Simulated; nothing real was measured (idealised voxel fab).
process module | voxel wiring stack
The cross-section on display is named cut; it measures 165 nm wide, and its cells are 5 nm squares.
Just so we're on the same page, the cross-sections are grids of square cells, and they're listed out in bands top to bottom, each band one or more rows deep.
A band entry consists of two parts. The first gives the height of the band's top and the height of its bottom, in nm. The rest lists the band's materials from left to right, each with its width in nm. A single material labelled with the word "everywhere" fills the band from edge to edge, and the word "blank" marks empty space.
For the purposes of this specification, 0 denotes the height below which the wafer in its as-received condition is composed wholly of one material, and the lowermost band, lacking a lower limit, extends downward without end, as expressed in "0 nm and below".
A width given as "30 to 40" starts at the first number in the band's top row and ends at the second number in its bottom row, shifting by an equal amount at every step from row to row.
No cell of the cross-section changed in a step that is given as "left unchanged".
Reported under the label "Closed void table" are the empty spaces having no open way to the top and comprising 8 cells or more; the notation for each is width x height at distance, in which the distance is measured from the left edge and all three values are in nm.
The remark found on a step's line after its settings is issued by the simulator itself and pertains to that step.
The line of a step may include "overlay nm". On a step with a mask, this value is how far to the right of its planned place the mask lay. A negative value means the mask lay to the left.
-- The steps planned for the process are as follows
1,RECEIVE | material Si
2,CONFORMAL_DEP | material SiO2 | thk nm 15
3,CONFORMAL_DEP | material SiCN | thk nm 5
4,DIRECTIONAL_DEP | material lowk | thk nm 25
5,DIRECTIONAL_DEP | material aC | thk nm 10
6,PATTERN | tone open | mask id METAL_1 | material resist | width nm 25 | pitch nm 40 | thk nm 25 | overlay nm 0
7,DIRECTIONAL_ETCH | etch materials aC | depth nm 10
8,STRIP | etch materials resist
9,DIRECTIONAL_ETCH | etch materials lowk | depth nm 25
10,DIRECTIONAL_ETCH | etch materials SiCN | depth nm 5
11,STRIP | etch materials aC
12,CONFORMAL_DEP | material TiN | thk nm 5
13,FILL_DEP | material Cu | thk nm 10
14,CMP | height nm 45
15,CONFORMAL_DEP | material SiCN | thk nm 5
16,DIRECTIONAL_DEP | material SiO2 | thk nm 20
17,PATTERN | tone open | mask id PLUG_1 | material resist | width nm 15 | pitch nm 40 | thk nm 15 | overlay nm 0
18,DIRECTIONAL_ETCH | etch materials SiO2 | depth nm 20
19,DIRECTIONAL_ETCH | etch materials SiCN | depth nm 5
20,STRIP | etch materials resist
21,EPI | material Ru | thk nm 10
22,EPI | material Ru | thk nm 10
23,EPI | material Ru | thk nm 5
24,CONFORMAL_DEP | material SiCN | thk nm 5
25,DIRECTIONAL_DEP | material SiO2 | thk nm 20
26,DIRECTIONAL_DEP | material aC | thk nm 10
27,PATTERN | tone open | mask id METAL_2 | material resist | width nm 25 | pitch nm 40 | thk nm 25 | overlay nm 0
28,DIRECTIONAL_ETCH | etch materials aC | depth nm 10
29,STRIP | etch materials resist
30,DIRECTIONAL_ETCH | etch materials SiO2 | depth nm 20
31,DIRECTIONAL_ETCH | etch materials SiCN | depth nm 5
32,STRIP | etch materials aC
33,CONFORMAL_DEP | material TiN | thk nm 5
34,FILL_DEP | material W | thk nm 10
35,CMP | height nm 95
36,CONFORMAL_DEP | material SiN | thk nm 5
-- First of two wafers, with the run carried out as planned
-- Wafer as received: cross-section following step 1
* 0 nm and below = Si everywhere
* Closed void table: none
-- Wafer after step 2 (cross-section)
* 15 nm to 0 nm = SiO2 everywhere
* Below 0, no change.
-- Wafer after step 3 (cross-section)
* 20 nm to 15 nm = SiCN everywhere
* Below 15, no change.
-- Wafer after step 4 (cross-section)
* 45 nm to 20 nm = lowk everywhere
* Below 20, no change.
-- Wafer after step 5 (cross-section)
* 55 nm to 45 nm = aC everywhere
* Below 45, no change.
-- Wafer after step 6 (cross-section)
* 80 nm to 55 nm = 30 of resist, 25 of blank, 15 of resist, 25 of blank, 15 of resist, 25 of blank, 30 of resist
* Below 55, no change.
-- Wafer after step 7 (cross-section)
* 70 nm to 55 nm = 30 of resist, 25 of blank, 15 of resist, 25 of blank, 15 of resist, 25 of blank, 30 of resist
* 55 nm to 45 nm = 30 of aC, 25 of blank, 15 of aC, 25 of blank, 15 of aC, 25 of blank, 30 of aC
* Below 45, no change.
-- Wafer after step 8 (cross-section)
* 55 nm to 45 nm = 30 of aC, 25 of blank, 15 of aC, 25 of blank, 15 of aC, 25 of blank, 30 of aC
* Below 45, no change.
-- Wafer after step 9 (cross-section)
* 55 nm to 45 nm = 30 of aC, 25 of blank, 15 of aC, 25 of blank, 15 of aC, 25 of blank, 30 of aC
* 45 nm to 20 nm = 30 of lowk, 25 of blank, 15 of lowk, 25 of blank, 15 of lowk, 25 of blank, 30 of lowk
* Below 20, no change.
-- Wafer after step 10 (cross-section)
* 55 nm to 45 nm = 30 of aC, 25 of blank, 15 of aC, 25 of blank, 15 of aC, 25 of blank, 30 of aC
* 45 nm to 20 nm = 30 of lowk, 25 of blank, 15 of lowk, 25 of blank, 15 of lowk, 25 of blank, 30 of lowk
* 20 nm to 15 nm = 30 of SiCN, 25 of blank, 15 of SiCN, 25 of blank, 15 of SiCN, 25 of blank, 30 of SiCN
* Below 15, no change.
-- Wafer after step 11 (cross-section)
* 45 nm to 20 nm = 30 of lowk, 25 of blank, 15 of lowk, 25 of blank, 15 of lowk, 25 of blank, 30 of lowk
* Below 20, no change.
-- Wafer after step 12 (cross-section)
* 50 nm to 45 nm = 35 of TiN, 15 of blank, 25 of TiN, 15 of blank, 25 of TiN, 15 of blank, 35 of TiN
* 45 nm to 20 nm = 30 of lowk, 5 of TiN, 15 of blank, 5 of TiN, 15 of lowk, 5 of TiN, 15 of blank, 5 of TiN, 15 of lowk, 5 of TiN, 15 of blank, 5 of TiN, 30 of lowk
* 20 nm to 15 nm = 30 of SiCN, 25 of TiN, 15 of SiCN, 25 of TiN, 15 of SiCN, 25 of TiN, 30 of SiCN
* Below 15, no change.
-- Wafer after step 13 (cross-section)
* 60 nm to 50 nm = Cu everywhere
* 50 nm to 45 nm = 35 of TiN, 15 of Cu, 25 of TiN, 15 of Cu, 25 of TiN, 15 of Cu, 35 of TiN
* 45 nm to 20 nm = 30 of lowk, 5 of TiN, 15 of Cu, 5 of TiN, 15 of lowk, 5 of TiN, 15 of Cu, 5 of TiN, 15 of lowk, 5 of TiN, 15 of Cu, 5 of TiN, 30 of lowk
* Below 20, no change.
-- Wafer after step 14 (cross-section)
* 45 nm to 20 nm = 30 of lowk, 5 of TiN, 15 of Cu, 5 of TiN, 15 of lowk, 5 of TiN, 15 of Cu, 5 of TiN, 15 of lowk, 5 of TiN, 15 of Cu, 5 of TiN, 30 of lowk
* Below 20, no change.
-- Wafer after step 15 (cross-section)
* 50 nm to 45 nm = SiCN everywhere
* Below 45, no change.
-- Wafer after step 16 (cross-section)
* 70 nm to 50 nm = SiO2 everywhere
* Below 50, no change.
-- Wafer after step 17 (cross-section)
* 85 nm to 70 nm = 30 of resist, 15 of blank, 25 of resist, 15 of blank, 25 of resist, 15 of blank, 40 of resist
* Below 70, no change.
-- Wafer after step 18 (cross-section)
* 85 nm to 70 nm = 30 of resist, 15 of blank, 25 of resist, 15 of blank, 25 of resist, 15 of blank, 40 of resist
* 70 nm to 50 nm = 30 of SiO2, 15 of blank, 25 of SiO2, 15 of blank, 25 of SiO2, 15 of blank, 40 of SiO2
* Below 50, no change.
-- Wafer after step 19 (cross-section)
* 85 nm to 70 nm = 30 of resist, 15 of blank, 25 of resist, 15 of blank, 25 of resist, 15 of blank, 40 of resist
* 70 nm to 50 nm = 30 of SiO2, 15 of blank, 25 of SiO2, 15 of blank, 25 of SiO2, 15 of blank, 40 of SiO2
* 50 nm to 45 nm = 30 of SiCN, 15 of blank, 25 of SiCN, 15 of blank, 25 of SiCN, 15 of blank, 40 of SiCN
* Below 45, no change.
-- Wafer after step 20 (cross-section)
* 70 nm to 50 nm = 30 of SiO2, 15 of blank, 25 of SiO2, 15 of blank, 25 of SiO2, 15 of blank, 40 of SiO2
* Below 50, no change.
-- Wafer after step 21 (cross-section)
* 70 nm to 55 nm = 30 of SiO2, 15 of blank, 25 of SiO2, 15 of blank, 25 of SiO2, 15 of blank, 40 of SiO2
* 55 nm to 50 nm = 30 of SiO2, 15 of Ru, 25 of SiO2, 15 of Ru, 25 of SiO2, 15 of Ru, 40 of SiO2
* 50 nm to 45 nm = 30 of SiCN, 15 of Ru, 25 of SiCN, 15 of Ru, 25 of SiCN, 15 of Ru, 40 of SiCN
* Below 45, no change.
-- Wafer after step 22 (cross-section)
* 70 nm to 65 nm = 30 of SiO2, 15 of blank, 25 of SiO2, 15 of blank, 25 of SiO2, 15 of blank, 40 of SiO2
* 65 nm to 50 nm = 30 of SiO2, 15 of Ru, 25 of SiO2, 15 of Ru, 25 of SiO2, 15 of Ru, 40 of SiO2
* Below 50, no change.
-- Wafer after step 23 (cross-section)
* 70 nm to 50 nm = 30 of SiO2, 15 of Ru, 25 of SiO2, 15 of Ru, 25 of SiO2, 15 of Ru, 40 of SiO2
* Below 50, no change.
-- Wafer after step 24 (cross-section)
* 75 nm to 70 nm = SiCN everywhere
* Below 70, no change.
-- Wafer after step 25 (cross-section)
* 95 nm to 75 nm = SiO2 everywhere
* Below 75, no change.
-- Wafer after step 26 (cross-section)
* 105 nm to 95 nm = aC everywhere
* Below 95, no change.
-- Wafer after step 27 (cross-section)
* 130 nm to 105 nm = 30 of resist, 25 of blank, 15 of resist, 25 of blank, 15 of resist, 25 of blank, 30 of resist
* Below 105, no change.
-- Wafer after step 28 (cross-section)
* 120 nm to 105 nm = 30 of resist, 25 of blank, 15 of resist, 25 of blank, 15 of resist, 25 of blank, 30 of resist
* 105 nm to 95 nm = 30 of aC, 25 of blank, 15 of aC, 25 of blank, 15 of aC, 25 of blank, 30 of aC
* Below 95, no change.
-- Wafer after step 29 (cross-section)
* 105 nm to 95 nm = 30 of aC, 25 of blank, 15 of aC, 25 of blank, 15 of aC, 25 of blank, 30 of aC
* Below 95, no change.
-- Wafer after step 30 (cross-section)
* 105 nm to 95 nm = 30 of aC, 25 of blank, 15 of aC, 25 of blank, 15 of aC, 25 of blank, 30 of aC
* 95 nm to 75 nm = 30 of SiO2, 25 of blank, 15 of SiO2, 25 of blank, 15 of SiO2, 25 of blank, 30 of SiO2
* Below 75, no change.
-- Wafer after step 31 (cross-section)
* 105 nm to 95 nm = 30 of aC, 25 of blank, 15 of aC, 25 of blank, 15 of aC, 25 of blank, 30 of aC
* 95 nm to 75 nm = 30 of SiO2, 25 of blank, 15 of SiO2, 25 of blank, 15 of SiO2, 25 of blank, 30 of SiO2
* 75 nm to 70 nm = 30 of SiCN, 25 of blank, 15 of SiCN, 25 of blank, 15 of SiCN, 25 of blank, 30 of SiCN
* Below 70, no change.
-- Wafer after step 32 (cross-section)
* 95 nm to 75 nm = 30 of SiO2, 25 of blank, 15 of SiO2, 25 of blank, 15 of SiO2, 25 of blank, 30 of SiO2
* Below 75, no change.
-- Wafer after step 33 (cross-section)
* 100 nm to 95 nm = 35 of TiN, 15 of blank, 25 of TiN, 15 of blank, 25 of TiN, 15 of blank, 35 of TiN
* 95 nm to 75 nm = 30 of SiO2, 5 of TiN, 15 of blank, 5 of TiN, 15 of SiO2, 5 of TiN, 15 of blank, 5 of TiN, 15 of SiO2, 5 of TiN, 15 of blank, 5 of TiN, 30 of SiO2
* 75 nm to 70 nm = 30 of SiCN, 25 of TiN, 15 of SiCN, 25 of TiN, 15 of SiCN, 25 of TiN, 30 of SiCN
* Below 70, no change.
-- Wafer after step 34 (cross-section)
* 110 nm to 100 nm = W everywhere
* 100 nm to 95 nm = 35 of TiN, 15 of W, 25 of TiN, 15 of W, 25 of TiN, 15 of W, 35 of TiN
* 95 nm to 75 nm = 30 of SiO2, 5 of TiN, 15 of W, 5 of TiN, 15 of SiO2, 5 of TiN, 15 of W, 5 of TiN, 15 of SiO2, 5 of TiN, 15 of W, 5 of TiN, 30 of SiO2
* Below 75, no change.
-- Wafer after step 35 (cross-section)
* 95 nm to 75 nm = 30 of SiO2, 5 of TiN, 15 of W, 5 of TiN, 15 of SiO2, 5 of TiN, 15 of W, 5 of TiN, 15 of SiO2, 5 of TiN, 15 of W, 5 of TiN, 30 of SiO2
* Below 75, no change.
-- Wafer after step 36 (cross-section)
* 100 nm to 95 nm = SiN everywhere
* Below 95, no change.
-- The second wafer was prepared from the same starting point and under the same plan as the first; its processing contained one mistake, and it remains indistinguishable from the first wafer up to and including step 16
-- Cross-sectional view of the second wafer at the intended end time of process step 17
* 85 nm to 70 nm = 25 of resist, 25 of blank, 15 of resist, 25 of blank, 15 of resist, 25 of blank, 35 of resist
* Below 70, no change.
-- Cross-sectional view of the second wafer at the intended end time of process step 18
* 85 nm to 70 nm = 25 of resist, 25 of blank, 15 of resist, 25 of blank, 15 of resist, 25 of blank, 35 of resist
* 70 nm to 50 nm = 25 of SiO2, 25 of blank, 15 of SiO2, 25 of blank, 15 of SiO2, 25 of blank, 35 of SiO2
* Below 50, no change.
-- Cross-sectional view of the second wafer at the intended end time of process step 19
* 85 nm to 70 nm = 25 of resist, 25 of blank, 15 of resist, 25 of blank, 15 of resist, 25 of blank, 35 of resist
* 70 nm to 50 nm = 25 of SiO2, 25 of blank, 15 of SiO2, 25 of blank, 15 of SiO2, 25 of blank, 35 of SiO2
* 50 nm to 45 nm = 25 of SiCN, 25 of blank, 15 of SiCN, 25 of blank, 15 of SiCN, 25 of blank, 35 of SiCN
* Below 45, no change.
-- Cross-sectional view of the second wafer at the intended end time of process step 20
* 70 nm to 50 nm = 25 of SiO2, 25 of blank, 15 of SiO2, 25 of blank, 15 of SiO2, 25 of blank, 35 of SiO2
* Below 50, no change.
-- Cross-sectional view of the second wafer at the intended end time of process step 21
* 70 nm to 55 nm = 25 of SiO2, 25 of blank, 15 of SiO2, 25 of blank, 15 of SiO2, 25 of blank, 35 of SiO2
* 55 nm to 50 nm = 25 of SiO2, 25 of Ru, 15 of SiO2, 25 of Ru, 15 of SiO2, 25 of Ru, 35 of SiO2
* 50 nm to 45 nm = 25 of SiCN, 25 of Ru, 15 of SiCN, 25 of Ru, 15 of SiCN, 25 of Ru, 35 of SiCN
* Below 45, no change.
-- Cross-sectional view of the second wafer at the intended end time of process step 22
* 70 nm to 65 nm = 25 of SiO2, 25 of blank, 15 of SiO2, 25 of blank, 15 of SiO2, 25 of blank, 35 of SiO2
* 65 nm to 50 nm = 25 of SiO2, 25 of Ru, 15 of SiO2, 25 of Ru, 15 of SiO2, 25 of Ru, 35 of SiO2
* Below 50, no change.
-- Cross-sectional view of the second wafer at the intended end time of process step 23
* 70 nm to 50 nm = 25 of SiO2, 25 of Ru, 15 of SiO2, 25 of Ru, 15 of SiO2, 25 of Ru, 35 of SiO2
* Below 50, no change.
-- Cross-sectional view of the second wafer at the intended end time of process step 24
* 75 nm to 70 nm = SiCN everywhere
* Below 70, no change.
-- Cross-sectional view of the second wafer at the intended end time of process step 25
* 95 nm to 75 nm = SiO2 everywhere
* Below 75, no change.
-- Cross-sectional view of the second wafer at the intended end time of process step 26
* 105 nm to 95 nm = aC everywhere
* Below 95, no change.
-- Cross-sectional view of the second wafer at the intended end time of process step 27
* 130 nm to 105 nm = 30 of resist, 25 of blank, 15 of resist, 25 of blank, 15 of resist, 25 of blank, 30 of resist
* Below 105, no change.
-- Cross-sectional view of the second wafer at the intended end time of process step 28
* 120 nm to 105 nm = 30 of resist, 25 of blank, 15 of resist, 25 of blank, 15 of resist, 25 of blank, 30 of resist
* 105 nm to 95 nm = 30 of aC, 25 of blank, 15 of aC, 25 of blank, 15 of aC, 25 of blank, 30 of aC
* Below 95, no change.
-- Cross-sectional view of the second wafer at the intended end time of process step 29
* 105 nm to 95 nm = 30 of aC, 25 of blank, 15 of aC, 25 of blank, 15 of aC, 25 of blank, 30 of aC
* Below 95, no change.
-- Cross-sectional view of the second wafer at the intended end time of process step 30
* 105 nm to 95 nm = 30 of aC, 25 of blank, 15 of aC, 25 of blank, 15 of aC, 25 of blank, 30 of aC
* 95 nm to 75 nm = 30 of SiO2, 25 of blank, 15 of SiO2, 25 of blank, 15 of SiO2, 25 of blank, 30 of SiO2
* Below 75, no change.
-- Cross-sectional view of the second wafer at the intended end time of process step 31
* 105 nm to 95 nm = 30 of aC, 25 of blank, 15 of aC, 25 of blank, 15 of aC, 25 of blank, 30 of aC
* 95 nm to 75 nm = 30 of SiO2, 25 of blank, 15 of SiO2, 25 of blank, 15 of SiO2, 25 of blank, 30 of SiO2
* 75 nm to 70 nm = 30 of SiCN, 25 of blank, 15 of SiCN, 25 of blank, 15 of SiCN, 25 of blank, 30 of SiCN
* Below 70, no change.
-- Cross-sectional view of the second wafer at the intended end time of process step 32
* 95 nm to 75 nm = 30 of SiO2, 25 of blank, 15 of SiO2, 25 of blank, 15 of SiO2, 25 of blank, 30 of SiO2
* Below 75, no change.
-- Cross-sectional view of the second wafer at the intended end time of process step 33
* 100 nm to 95 nm = 35 of TiN, 15 of blank, 25 of TiN, 15 of blank, 25 of TiN, 15 of blank, 35 of TiN
* 95 nm to 75 nm = 30 of SiO2, 5 of TiN, 15 of blank, 5 of TiN, 15 of SiO2, 5 of TiN, 15 of blank, 5 of TiN, 15 of SiO2, 5 of TiN, 15 of blank, 5 of TiN, 30 of SiO2
* 75 nm to 70 nm = 30 of SiCN, 25 of TiN, 15 of SiCN, 25 of TiN, 15 of SiCN, 25 of TiN, 30 of SiCN
* Below 70, no change.
-- Cross-sectional view of the second wafer at the intended end time of process step 34
* 110 nm to 100 nm = W everywhere
* 100 nm to 95 nm = 35 of TiN, 15 of W, 25 of TiN, 15 of W, 25 of TiN, 15 of W, 35 of TiN
* 95 nm to 75 nm = 30 of SiO2, 5 of TiN, 15 of W, 5 of TiN, 15 of SiO2, 5 of TiN, 15 of W, 5 of TiN, 15 of SiO2, 5 of TiN, 15 of W, 5 of TiN, 30 of SiO2
* Below 75, no change.
-- Cross-sectional view of the second wafer at the intended end time of process step 35
* 95 nm to 75 nm = 30 of SiO2, 5 of TiN, 15 of W, 5 of TiN, 15 of SiO2, 5 of TiN, 15 of W, 5 of TiN, 15 of SiO2, 5 of TiN, 15 of W, 5 of TiN, 30 of SiO2
* Below 75, no change.
-- Cross-sectional view of the second wafer at the intended end time of process step 36
* 100 nm to 95 nm = SiN everywhere
* Below 95, no change.
Processing error: rather than as planned, step 17 actually ran as PATTERN | tone open | mask id PLUG_1 | material resist | width nm 25 | pitch nm 40 | thk nm 15 | overlay nm 0
End of process, cell counts, second wafer against first, materials with more or fewer: Ru +30 | SiCN -6 | SiO2 -24
